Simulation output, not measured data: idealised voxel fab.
Process module under the name voxel spacer lines
Pictured: cross-section cut, 300 nm wide, on a grid of 5 nm square cells.
Notation: cross-section as square-cell grid; stated in bands, top first, going down; one or more cell rows per band. Basically the band line says how high the top is and how high the bottom is, in nm, and then what's in it from left to right, every material with its width in nm. Empty space shows up as "air", and if a single material carries "all across" it runs the full band edge to edge. Ref level 0: as-received wafer is one material below here. Bottom band extends down with no lower bound ("0 nm and below"). A width such as "30 to 40" changes by the same amount from each row of cells to the next, from the band's top row to its bottom row. The cross-section has no changed cell in any step marked "nothing changed". This entry, "Completely enclosed voids", enumerates those empty regions of no fewer than 8 cells that possess no open connection to the top. Each region is reported in the form width x height at distance, the distance being taken from the left edge, with all three quantities expressed in nm. Step line, after settings: the simulator's comment on this step. overlay nm: mask right of planned place by this much (step with mask). Neg. = left.

-- Process steps foreseen in the plan
- 1: RECEIVE,material Si
- 2: CONFORMAL_DEP,material SiO2,thk nm 5
- 3: DIRECTIONAL_DEP,material W,thk nm 10
- 4: DIRECTIONAL_DEP,material polySi,thk nm 30
- 5: PATTERN,tone cover,mask id MANDREL,material resist,width nm 20,pitch nm 70,thk nm 35,overlay nm 0
- 6: DIRECTIONAL_ETCH,etch materials polySi,depth nm 30
- 7: STRIP,etch materials resist
- 8: CONFORMAL_DEP,material SiN,thk nm 15
- 9: DIRECTIONAL_ETCH,etch materials SiN,depth nm 15
- 10: STRIP,etch materials polySi
- 11: DIRECTIONAL_ETCH,etch materials W,depth nm 10
- 12: STRIP,etch materials SiN
- 13: FILL_DEP,material SiO2,thk nm 5
- 14: CMP,height nm 15

-- first wafer, as planned

-- The cross-section here shows the wafer as received, i.e. in its state after step 1
* 0 nm and below = Si all across
* Completely enclosed voids: none

-- after step 2
* 5 nm to 0 nm = SiO2 all across
* Everything under 0 stays put, no change at all.

-- after step 3
* 15 nm to 5 nm = W all across
* Everything under 5 stays put, no change at all.

-- after step 4
* 45 nm to 15 nm = polySi all across
* Everything under 15 stays put, no change at all.

-- after step 5
* 80 nm to 45 nm = air 70 nm, resist 20 nm, air 50 nm, resist 20 nm, air 50 nm, resist 20 nm, air 70 nm
* Everything under 45 stays put, no change at all.

-- after step 6
* 80 nm to 45 nm = air 70 nm, resist 20 nm, air 50 nm, resist 20 nm, air 50 nm, resist 20 nm, air 70 nm
* 45 nm to 15 nm = air 70 nm, polySi 20 nm, air 50 nm, polySi 20 nm, air 50 nm, polySi 20 nm, air 70 nm
* Everything under 15 stays put, no change at all.

-- after step 7
* 45 nm to 15 nm = air 70 nm, polySi 20 nm, air 50 nm, polySi 20 nm, air 50 nm, polySi 20 nm, air 70 nm
* Everything under 15 stays put, no change at all.

-- after step 8
* 60 nm to 45 nm = air 55 nm, SiN 50 nm, air 20 nm, SiN 50 nm, air 20 nm, SiN 50 nm, air 55 nm
* 45 nm to 30 nm = air 55 nm, SiN 15 nm, polySi 20 nm, SiN 15 nm, air 20 nm, SiN 15 nm, polySi 20 nm, SiN 15 nm, air 20 nm, SiN 15 nm, polySi 20 nm, SiN 15 nm, air 55 nm
* 30 nm to 15 nm = SiN 70 nm, polySi 20 nm, SiN 50 nm, polySi 20 nm, SiN 50 nm, polySi 20 nm, SiN 70 nm
* Everything under 15 stays put, no change at all.

-- after step 9
* 45 nm to 15 nm = air 55 nm, SiN 15 nm, polySi 20 nm, SiN 15 nm, air 20 nm, SiN 15 nm, polySi 20 nm, SiN 15 nm, air 20 nm, SiN 15 nm, polySi 20 nm, SiN 15 nm, air 55 nm
* Everything under 15 stays put, no change at all.

-- after step 10
* 45 nm to 15 nm = air 55 nm, SiN 15 nm, air 20 nm, SiN 15 nm, air 20 nm, SiN 15 nm, air 20 nm, SiN 15 nm, air 20 nm, SiN 15 nm, air 20 nm, SiN 15 nm, air 55 nm
* Everything under 15 stays put, no change at all.

-- after step 11
* 45 nm to 15 nm = air 55 nm, SiN 15 nm, air 20 nm, SiN 15 nm, air 20 nm, SiN 15 nm, air 20 nm, SiN 15 nm, air 20 nm, SiN 15 nm, air 20 nm, SiN 15 nm, air 55 nm
* 15 nm to 5 nm = air 55 nm, W 15 nm, air 20 nm, W 15 nm, air 20 nm, W 15 nm, air 20 nm, W 15 nm, air 20 nm, W 15 nm, air 20 nm, W 15 nm, air 55 nm
* Everything under 5 stays put, no change at all.

-- after step 12
* 15 nm to 5 nm = air 55 nm, W 15 nm, air 20 nm, W 15 nm, air 20 nm, W 15 nm, air 20 nm, W 15 nm, air 20 nm, W 15 nm, air 20 nm, W 15 nm, air 55 nm
* Everything under 5 stays put, no change at all.

-- after step 13
* 20 nm to 15 nm = SiO2 all across
* 15 nm to 5 nm = SiO2 55 nm, W 15 nm, SiO2 20 nm, W 15 nm, SiO2 20 nm, W 15 nm, SiO2 20 nm, W 15 nm, SiO2 20 nm, W 15 nm, SiO2 20 nm, W 15 nm, SiO2 55 nm
* Everything under 5 stays put, no change at all.

-- after step 14
* 15 nm to 5 nm = SiO2 55 nm, W 15 nm, SiO2 20 nm, W 15 nm, SiO2 20 nm, W 15 nm, SiO2 20 nm, W 15 nm, SiO2 20 nm, W 15 nm, SiO2 20 nm, W 15 nm, SiO2 55 nm
* Everything under 5 stays put, no change at all.

-- Second wafer, same starting state and plan as the first, one mistake in the run, identical through step 11

-- Second wafer, section view, time point: scheduled end of step 12
* 15 nm to 5 nm = air 55 nm, W 15 nm, air 20 nm, W 15 nm, air 20 nm, W 15 nm, air 20 nm, W 15 nm, air 20 nm, W 15 nm, air 20 nm, W 15 nm, air 55 nm
* Everything under 5 stays put, no change at all.

-- Second wafer, section view, time point: scheduled end of step 13
* 20 nm to 15 nm = SiO2 all across
* 15 nm to 5 nm = SiO2 55 nm, W 15 nm, SiO2 20 nm, W 15 nm, SiO2 20 nm, W 15 nm, SiO2 20 nm, W 15 nm, SiO2 20 nm, W 15 nm, SiO2 20 nm, W 15 nm, SiO2 55 nm
* Everything under 5 stays put, no change at all.

-- Second wafer, section view, time point: scheduled end of step 14
* 15 nm to 5 nm = SiO2 55 nm, W 15 nm, SiO2 20 nm, W 15 nm, SiO2 20 nm, W 15 nm, SiO2 20 nm, W 15 nm, SiO2 20 nm, W 15 nm, SiO2 20 nm, W 15 nm, SiO2 55 nm
* Everything under 5 stays put, no change at all.
Diagnosis: regarding the plan, step 12 was run twice
The mistake has no effect on what this model computes, because the two wafers end with the same cross-section.
